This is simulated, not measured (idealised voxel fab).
process module | voxel capacitor over wiring
cross-section cut | 240 nm wide | cells 5 nm
A cross-section is a grid of square cells, given in bands from the top down. A band is one or more rows of cells.
Each band's line starts with the height of the band's top and of its bottom, in nm. Then come its materials from left to right, each with its width in nm. One material with "throughout" fills the band from edge to edge. "air" is empty space.
Height 0 is the level under which the wafer as received is all one material. The lowest band goes on downwards, as in "0 down".
A width such as "30 to 40" changes by the same amount from each row of cells to the next, from the band's top row to its bottom row.
"no change" after a step means that no cell of the cross-section changed.
closed voids: empty space of 8 cells or more with no open way to the top, each as width x height at its distance from the left edge, in nm
after a step's settings: what the simulator itself notes on the step
overlay nm, on a step with a mask: how far to the right of its planned place the mask lay; to the left if negative
plan
1 op RECEIVE | material Si
2 op CONFORMAL_DEP | material SiO2 | thk nm 10
3 op CONFORMAL_DEP | material SiN | thk nm 5
4 op DIRECTIONAL_DEP | material lowk | thk nm 25
5 op MASKED_ETCH | tone open | mask id METAL_1 | width nm 20 | pitch nm 80 | etch materials lowk | depth nm 25 | overlay nm 0
6 op MASKED_ETCH | tone open | mask id METAL_1 | width nm 20 | pitch nm 80 | etch materials SiN | depth nm 5 | overlay nm 0
7 op CONFORMAL_DEP | material TiN | thk nm 5
8 op FILL_DEP | material Cu | thk nm 5
9 op CMP | height nm 40
10 op EPI | material Ru | thk nm 5
11 op FILL_DEP | material SiCN | thk nm 5
12 op DIRECTIONAL_DEP | material SiO2 | thk nm 10
13 op PATTERN | tone open | mask id PLUG_1 | material resist | width nm 15 | thk nm 15 | overlay nm 0
14 op DIRECTIONAL_ETCH | etch materials SiO2 | depth nm 10
15 op DIRECTIONAL_ETCH | etch materials SiCN | depth nm 5
16 op STRIP | etch materials resist
17 op CONFORMAL_DEP | material TiN | thk nm 5
18 op FILL_DEP | material Ru | thk nm 5
19 op CMP | height nm 60
20 op DIRECTIONAL_DEP | material TiN | thk nm 5
21 op DIRECTIONAL_DEP | material HfO2 | thk nm 5
22 op DIRECTIONAL_DEP | material TiN | thk nm 10
23 op MASKED_ETCH | tone cover | mask id UPPER_PLATE | width nm 65 | etch materials TiN | depth nm 10 | overlay nm 0
24 op MASKED_ETCH | tone cover | mask id UPPER_PLATE | width nm 65 | etch materials HfO2 | depth nm 5 | overlay nm 0
25 op MASKED_ETCH | tone cover | mask id LOWER_PLATE | width nm 75 | etch materials TiN | depth nm 5 | overlay nm 0
26 op FILL_DEP | material SiO2 | thk nm 20
27 op CMP | height nm 95
28 op PATTERN | tone open | mask id PLUG_2 | material resist | width nm 15 | thk nm 20 | overlay nm 0
29 op DIRECTIONAL_ETCH | etch materials SiO2 | depth nm 15
30 op STRIP | etch materials resist
31 op CONFORMAL_DEP | material TiN | thk nm 5
32 op FILL_DEP | material Cu | thk nm 5
33 op CMP | height nm 95
34 op CONFORMAL_DEP | material SiCN | thk nm 5
first wafer, as planned
as received, after step 1
  0 down: Si throughout
  closed voids: none
after step 2
  10 to 0: SiO2 throughout
  below 0: unchanged
after step 3
  15 to 10: SiN throughout
  below 10: unchanged
after step 4
  40 to 15: lowk throughout
  below 15: unchanged
after step 5
  40 to 15: lowk 70 | air 20 | lowk 60 | air 20 | lowk 70
  below 15: unchanged
after step 6
  40 to 15: lowk 70 | air 20 | lowk 60 | air 20 | lowk 70
  15 to 10: SiN 70 | air 20 | SiN 60 | air 20 | SiN 70
  below 10: unchanged
after step 7
  45 to 40: TiN 75 | air 10 | TiN 70 | air 10 | TiN 75
  40 to 15: lowk 70 | TiN 5 | air 10 | TiN 5 | lowk 60 | TiN 5 | air 10 | TiN 5 | lowk 70
  15 to 10: SiN 70 | TiN 20 | SiN 60 | TiN 20 | SiN 70
  below 10: unchanged
after step 8
  50 to 45: Cu throughout
  45 to 40: TiN 75 | Cu 10 | TiN 70 | Cu 10 | TiN 75
  40 to 15: lowk 70 | TiN 5 | Cu 10 | TiN 5 | lowk 60 | TiN 5 | Cu 10 | TiN 5 | lowk 70
  below 15: unchanged
after step 9
  40 to 15: lowk 70 | TiN 5 | Cu 10 | TiN 5 | lowk 60 | TiN 5 | Cu 10 | TiN 5 | lowk 70
  below 15: unchanged
after step 10
  45 to 40: air 65 | Ru 30 | air 50 | Ru 30 | air 65
  below 40: unchanged
after step 11
  50 to 45: SiCN throughout
  45 to 40: SiCN 65 | Ru 30 | SiCN 50 | Ru 30 | SiCN 65
  below 40: unchanged
after step 12
  60 to 50: SiO2 throughout
  below 50: unchanged
after step 13
  75 to 60: resist 75 | air 15 | resist 150
  below 60: unchanged
after step 14
  75 to 60: resist 75 | air 15 | resist 150
  60 to 50: SiO2 75 | air 15 | SiO2 150
  below 50: unchanged
after step 15
  75 to 60: resist 75 | air 15 | resist 150
  60 to 50: SiO2 75 | air 15 | SiO2 150
  50 to 45: SiCN 75 | air 15 | SiCN 150
  below 45: unchanged
after step 16
  60 to 50: SiO2 75 | air 15 | SiO2 150
  below 50: unchanged
after step 17
  65 to 60: TiN 80 | air 5 | TiN 155
  60 to 50: SiO2 75 | TiN 5 | air 5 | TiN 5 | SiO2 150
  50 to 45: SiCN 75 | TiN 15 | SiCN 150
  below 45: unchanged
after step 18
  70 to 65: Ru throughout
  65 to 60: TiN 80 | Ru 5 | TiN 155
  60 to 50: SiO2 75 | TiN 5 | Ru 5 | TiN 5 | SiO2 150
  below 50: unchanged
after step 19
  60 to 50: SiO2 75 | TiN 5 | Ru 5 | TiN 5 | SiO2 150
  below 50: unchanged
after step 20
  65 to 60: TiN throughout
  below 60: unchanged
after step 21
  70 to 65: HfO2 throughout
  below 65: unchanged
after step 22
  80 to 70: TiN throughout
  below 70: unchanged
after step 23
  80 to 70: air 75 | TiN 65 | air 100
  below 70: unchanged
after step 24
  80 to 70: air 75 | TiN 65 | air 100
  70 to 65: air 75 | HfO2 65 | air 100
  below 65: unchanged
after step 25
  80 to 70: air 75 | TiN 65 | air 100
  70 to 65: air 75 | HfO2 65 | air 100
  65 to 60: air 70 | TiN 75 | air 95
  below 60: unchanged
after step 26
  100 to 80: SiO2 throughout
  80 to 70: SiO2 75 | TiN 65 | SiO2 100
  70 to 65: SiO2 75 | HfO2 65 | SiO2 100
  65 to 60: SiO2 70 | TiN 75 | SiO2 95
  below 60: unchanged
after step 27
  95 to 80: SiO2 throughout
  below 80: unchanged
after step 28
  115 to 95: resist 85 | air 15 | resist 140
  below 95: unchanged
after step 29
  115 to 95: resist 85 | air 15 | resist 140
  95 to 80: SiO2 85 | air 15 | SiO2 140
  below 80: unchanged
after step 30
  95 to 80: SiO2 85 | air 15 | SiO2 140
  below 80: unchanged
after step 31
  100 to 95: TiN 90 | air 5 | TiN 145
  95 to 85: SiO2 85 | TiN 5 | air 5 | TiN 5 | SiO2 140
  85 to 80: SiO2 85 | TiN 15 | SiO2 140
  below 80: unchanged
after step 32
  105 to 100: Cu throughout
  100 to 95: TiN 90 | Cu 5 | TiN 145
  95 to 85: SiO2 85 | TiN 5 | Cu 5 | TiN 5 | SiO2 140
  below 85: unchanged
after step 33
  95 to 85: SiO2 85 | TiN 5 | Cu 5 | TiN 5 | SiO2 140
  below 85: unchanged
after step 34
  100 to 95: SiCN throughout
  below 95: unchanged
second wafer: like start, like plan, one mistake. Through step 31 it matches the first wafer
when step 32 should have ended
  110 to 100: Cu throughout
  100 to 95: TiN 90 | Cu 5 | TiN 145
  95 to 85: SiO2 85 | TiN 5 | Cu 5 | TiN 5 | SiO2 140
  below 85: unchanged
when step 33 should have ended
  95 to 85: SiO2 85 | TiN 5 | Cu 5 | TiN 5 | SiO2 140
  below 85: unchanged
when step 34 should have ended
  100 to 95: SiCN throughout
  below 95: unchanged
what went wrong: step 32 was run twice
at the end the two cross-sections are the same: no effect in what this model computes
